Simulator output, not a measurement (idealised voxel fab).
A process module follows: voxel ribs on slabs.
Displayed cross-section: cut, width of 225 nm, square cells sized 5 nm.
Heads up, the way a cross-section reads in here is a grid of square cells, handed over as bands from the top down, with every band being one or more rows of cells.
This entry defines a band. It first specifies the height of the band's top and the height of its bottom in nm, and then specifies the band's materials from left to right, stating each material with its width in nm. The word "everywhere" identifies a single material that fills the band from edge to edge, while the word "blank" identifies empty space.
All heights in this document are referenced to 0, defined as the level beneath which the wafer, as received, consists entirely of one material. The lowest band is not bounded below; it extends indefinitely downward and is written in the form "0 down".
You'd read "30 to 40" like this: the band's top row of cells is as wide as the first number, its bottom row is as wide as the second, and going down, every row changes width by the same amount as the row before did.
"identical to before" means the step left every cell of the cross-section as it was.
For the entry "Voids, enclosed", the listed items are empty spaces with no open way to the top whose size is 8 cells or more; each item follows the pattern width x height at distance, where distance is from the left edge and all three are in nm.
On a step's line, text after the settings is the simulator commenting on that step.
Among the settings permitted on a step's line is "overlay nm"; applied to a step with a mask, it specifies the extent to which the mask lay to the right of its planned position, whereas a negative figure signifies a position to the left.

[Intended process steps]
1,RECEIVE | material Si
2,DIRECTIONAL_DEP | material SiO2 | thk nm 25
3,DIRECTIONAL_DEP | material polySi | thk nm 20
4,PATTERN | tone cover | mask id RIB | material resist | width nm 15 | thk nm 20 | overlay nm 0
5,DIRECTIONAL_ETCH | etch materials polySi | depth nm 15
6,STRIP | etch materials resist
7,MASKED_ETCH | tone cover | mask id SLAB | width nm 65 | etch materials polySi | depth nm 5 | overlay nm 0
8,FILL_DEP | material SiO2 | thk nm 20
9,CMP | height nm 55
10,DIRECTIONAL_DEP | material W | thk nm 10
11,PATTERN | tone cover | mask id HEATER | material resist | width nm 25 | thk nm 15 | overlay nm 0
12,DIRECTIONAL_ETCH | etch materials W | depth nm 10
13,STRIP | etch materials resist
14,CONFORMAL_DEP | material SiN | thk nm 10

[Cross-section, incoming material, after step 1]
  0 down: Si everywhere
  Voids, enclosed: none

[What the wafer looks like in cross-section after this module, when it starts as shown above and follows the plan above but one mistake is made in running it]
  75 to 65: blank (90), then SiN (45), then blank (90)
  65 to 55: SiN (100), then W (25), then SiN (100)
  55 to 20: SiO2 everywhere
  20 to 0: polySi everywhere
  0 down: Si everywhere
  Voids, enclosed: none
Short version of what went wrong: the processing plan was not followed for steps 2 and 3, which were run with their positions exchanged
